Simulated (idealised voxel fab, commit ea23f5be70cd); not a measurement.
The name of this process module is voxel capacitor over wiring.
This is section cut - it's 140 nm across, gridded in 5 nm square cells.
Each cross-section below is a grid of square cells, stated as bands in top-down order, with one or more rows of cells making up each band. Band: top and bottom heights (nm) first, top before bottom; then materials from left to right, widths in nm. "throughout" marks a sole material filling the band edge to edge. "blank" denotes empty space. We count height from 0. Below that, the starting wafer is all one material. The lowest band never ends at the bottom but goes on down; see "0 and below" for how that is written. Read "30 to 40" as a graded width: first number on top, second number at the bottom, same change between each pair of neighbouring rows. Where a step carries "remains unaltered", the cross-section came out of it unchanged, cell for cell. Empty spaces without an open route to the top, at least 8 cells in extent, make up the entry "Enclosed cavity list"; each is given as width x height at distance, where the distance is measured from the left edge, and all are in nm. The remark found on a step's line after its settings is issued by the simulator itself and pertains to that step. For masked steps, "overlay nm" on the step line gives how far right of plan the mask actually lay; a minus sign means it lay to the left.
The steps planned for the process are as follows:
- 1: RECEIVE | material Si
- 2: CONFORMAL_DEP | material SiO2 | thk nm 15
- 3: DIRECTIONAL_DEP | material TiN | thk nm 5
- 4: DIRECTIONAL_DEP | material Ru | thk nm 15
- 5: PATTERN | tone cover | mask id METAL_1 | material resist | width nm 25 | pitch nm 85 | thk nm 15 | overlay nm 0
- 6: DIRECTIONAL_ETCH | etch materials Ru | depth nm 15
- 7: DIRECTIONAL_ETCH | etch materials TiN | depth nm 5
- 8: STRIP | etch materials resist
- 9: FILL_DEP | material lowk | thk nm 10
- 10: CMP | height nm 35
- 11: CONFORMAL_DEP | material SiCN | thk nm 5
- 12: DIRECTIONAL_DEP | material lowk | thk nm 20
- 13: PATTERN | tone open | mask id PLUG_1 | material resist | width nm 15 | thk nm 15 | overlay nm 0
- 14: DIRECTIONAL_ETCH | etch materials lowk | depth nm 20
- 15: DIRECTIONAL_ETCH | etch materials SiCN | depth nm 5
- 16: STRIP | etch materials resist
- 17: EPI | material Ru | thk nm 10
- 18: EPI | material Ru | thk nm 10
- 19: EPI | material Ru | thk nm 5
- 20: DIRECTIONAL_DEP | material TiN | thk nm 10
- 21: DIRECTIONAL_DEP | material SiN | thk nm 5
- 22: DIRECTIONAL_DEP | material TiN | thk nm 5
- 23: MASKED_ETCH | tone cover | mask id UPPER_PLATE | width nm 65 | etch materials TiN | depth nm 5 | overlay nm 0
- 24: MASKED_ETCH | tone cover | mask id UPPER_PLATE | width nm 65 | etch materials SiN | depth nm 5 | overlay nm 0
- 25: MASKED_ETCH | tone cover | mask id LOWER_PLATE | width nm 75 | etch materials TiN | depth nm 10 | overlay nm 0
- 26: FILL_DEP | material SiO2 | thk nm 15
- 27: CMP | height nm 90
- 28: MASKED_ETCH | tone open | mask id PLUG_2 | width nm 15 | etch materials SiO2 | depth nm 10 | overlay nm 0
- 29: CONFORMAL_DEP | material TiN | thk nm 5
- 30: FILL_DEP | material Ru | thk nm 10
- 31: CMP | height nm 90
- 32: CONFORMAL_DEP | material SiCN | thk nm 5
The first of a set of two wafers, run to plan:
As-received wafer cross-section (after step 1):
    0 and below: Si throughout
    Enclosed cavity list: none
Sectional view: wafer, after step 2:
    15 down to 0: SiO2 throughout
    All layers under 0 are left as they were.
Sectional view: wafer, after step 3:
    20 down to 15: TiN throughout
    All layers under 15 are left as they were.
Sectional view: wafer, after step 4:
    35 down to 20: Ru throughout
    All layers under 20 are left as they were.
Sectional view: wafer, after step 5:
    50 down to 35: blank: 15 / resist: 25 / blank: 60 / resist: 25 / blank: 15
    All layers under 35 are left as they were.
Sectional view: wafer, after step 6:
    50 down to 35: blank: 15 / resist: 25 / blank: 60 / resist: 25 / blank: 15
    35 down to 20: blank: 15 / Ru: 25 / blank: 60 / Ru: 25 / blank: 15
    All layers under 20 are left as they were.
Sectional view: wafer, after step 7:
    50 down to 35: blank: 15 / resist: 25 / blank: 60 / resist: 25 / blank: 15
    35 down to 20: blank: 15 / Ru: 25 / blank: 60 / Ru: 25 / blank: 15
    20 down to 15: blank: 15 / TiN: 25 / blank: 60 / TiN: 25 / blank: 15
    All layers under 15 are left as they were.
Sectional view: wafer, after step 8:
    35 down to 20: blank: 15 / Ru: 25 / blank: 60 / Ru: 25 / blank: 15
    All layers under 20 are left as they were.
Sectional view: wafer, after step 9:
    45 down to 35: lowk throughout
    35 down to 20: lowk: 15 / Ru: 25 / lowk: 60 / Ru: 25 / lowk: 15
    20 down to 15: lowk: 15 / TiN: 25 / lowk: 60 / TiN: 25 / lowk: 15
    All layers under 15 are left as they were.
Sectional view: wafer, after step 10:
    35 down to 20: lowk: 15 / Ru: 25 / lowk: 60 / Ru: 25 / lowk: 15
    All layers under 20 are left as they were.
Sectional view: wafer, after step 11:
    40 down to 35: SiCN throughout
    All layers under 35 are left as they were.
Sectional view: wafer, after step 12:
    60 down to 40: lowk throughout
    All layers under 40 are left as they were.
Sectional view: wafer, after step 13:
    75 down to 60: resist: 25 / blank: 15 / resist: 100
    All layers under 60 are left as they were.
Sectional view: wafer, after step 14:
    75 down to 60: resist: 25 / blank: 15 / resist: 100
    60 down to 40: lowk: 25 / blank: 15 / lowk: 100
    All layers under 40 are left as they were.
Sectional view: wafer, after step 15:
    75 down to 60: resist: 25 / blank: 15 / resist: 100
    60 down to 40: lowk: 25 / blank: 15 / lowk: 100
    40 down to 35: SiCN: 25 / blank: 15 / SiCN: 100
    All layers under 35 are left as they were.
Sectional view: wafer, after step 16:
    60 down to 40: lowk: 25 / blank: 15 / lowk: 100
    All layers under 40 are left as they were.
Sectional view: wafer, after step 17:
    60 down to 45: lowk: 25 / blank: 15 / lowk: 100
    45 down to 40: lowk: 25 / Ru: 15 / lowk: 100
    40 down to 35: SiCN: 25 / Ru: 15 / SiCN: 100
    All layers under 35 are left as they were.
Sectional view: wafer, after step 18:
    60 down to 55: lowk: 25 / blank: 15 / lowk: 100
    55 down to 40: lowk: 25 / Ru: 15 / lowk: 100
    All layers under 40 are left as they were.
Sectional view: wafer, after step 19:
    60 down to 40: lowk: 25 / Ru: 15 / lowk: 100
    All layers under 40 are left as they were.
Sectional view: wafer, after step 20:
    70 down to 60: TiN throughout
    All layers under 60 are left as they were.
Sectional view: wafer, after step 21:
    75 down to 70: SiN throughout
    All layers under 70 are left as they were.
Sectional view: wafer, after step 22:
    80 down to 75: TiN throughout
    All layers under 75 are left as they were.
Sectional view: wafer, after step 23:
    80 down to 75: blank: 25 / TiN: 65 / blank: 50
    All layers under 75 are left as they were.
Sectional view: wafer, after step 24:
    80 down to 75: blank: 25 / TiN: 65 / blank: 50
    75 down to 70: blank: 25 / SiN: 65 / blank: 50
    All layers under 70 are left as they were.
Sectional view: wafer, after step 25:
    80 down to 75: blank: 25 / TiN: 65 / blank: 50
    75 down to 70: blank: 25 / SiN: 65 / blank: 50
    70 down to 60: blank: 20 / TiN: 75 / blank: 45
    All layers under 60 are left as they were.
Sectional view: wafer, after step 26:
    95 down to 80: SiO2 throughout
    80 down to 75: SiO2: 25 / TiN: 65 / SiO2: 50
    75 down to 70: SiO2: 25 / SiN: 65 / SiO2: 50
    70 down to 60: SiO2: 20 / TiN: 75 / SiO2: 45
    All layers under 60 are left as they were.
Sectional view: wafer, after step 27:
    90 down to 80: SiO2 throughout
    All layers under 80 are left as they were.
Sectional view: wafer, after step 28:
    90 down to 80: SiO2: 35 / blank: 15 / SiO2: 90
    All layers under 80 are left as they were.
Sectional view: wafer, after step 29:
    95 down to 90: TiN: 40 / blank: 5 / TiN: 95
    90 down to 85: SiO2: 35 / TiN: 5 / blank: 5 / TiN: 5 / SiO2: 90
    85 down to 75: SiO2: 35 to 25 / TiN: 15 to 65 / SiO2: 90 to 50
    All layers under 75 are left as they were.
Sectional view: wafer, after step 30:
    105 down to 95: Ru throughout
    95 down to 90: TiN: 40 / Ru: 5 / TiN: 95
    90 down to 85: SiO2: 35 / TiN: 5 / Ru: 5 / TiN: 5 / SiO2: 90
    All layers under 85 are left as they were.
Sectional view: wafer, after step 31:
    90 down to 85: SiO2: 35 / TiN: 5 / Ru: 5 / TiN: 5 / SiO2: 90
    All layers under 85 are left as they were.
Sectional view: wafer, after step 32:
    95 down to 90: SiCN throughout
    All layers under 90 are left as they were.
Second wafer - shared start and plan with the first - one error in running - same as the first up to step 21 inclusive:
Second wafer: cross-section at the scheduled end of step 22:
    80 down to 75: SiO2 throughout
    All layers under 75 are left as they were.
Second wafer: cross-section at the scheduled end of step 23: remains unaltered
Second wafer: cross-section at the scheduled end of step 24: remains unaltered
Second wafer: cross-section at the scheduled end of step 25: remains unaltered
Second wafer: cross-section at the scheduled end of step 26:
    95 down to 75: SiO2 throughout
    All layers under 75 are left as they were.
Second wafer: cross-section at the scheduled end of step 27:
    90 down to 75: SiO2 throughout
    All layers under 75 are left as they were.
Second wafer: cross-section at the scheduled end of step 28:
    90 down to 80: SiO2: 35 / blank: 15 / SiO2: 90
    All layers under 80 are left as they were.
Second wafer: cross-section at the scheduled end of step 29:
    95 down to 90: TiN: 40 / blank: 5 / TiN: 95
    90 down to 85: SiO2: 35 / TiN: 5 / blank: 5 / TiN: 5 / SiO2: 90
    85 down to 80: SiO2: 35 / TiN: 15 / SiO2: 90
    All layers under 80 are left as they were.
Second wafer: cross-section at the scheduled end of step 30:
    105 down to 95: Ru throughout
    95 down to 90: TiN: 40 / Ru: 5 / TiN: 95
    90 down to 85: SiO2: 35 / TiN: 5 / Ru: 5 / TiN: 5 / SiO2: 90
    All layers under 85 are left as they were.
Second wafer: cross-section at the scheduled end of step 31:
    90 down to 85: SiO2: 35 / TiN: 5 / Ru: 5 / TiN: 5 / SiO2: 90
    All layers under 85 are left as they were.
Second wafer: cross-section at the scheduled end of step 32:
    95 down to 90: SiCN throughout
    All layers under 90 are left as they were.
Heads up, the wafer didn't run the way we planned it: in deviation from the planned setting, step 22 was conducted as DIRECTIONAL_DEP | material SiO2 | thk nm 5
Wafer comparison, final, in cells, second relative to first, materials more or fewer: +15 SiN; -28 SiO2; +13 TiN
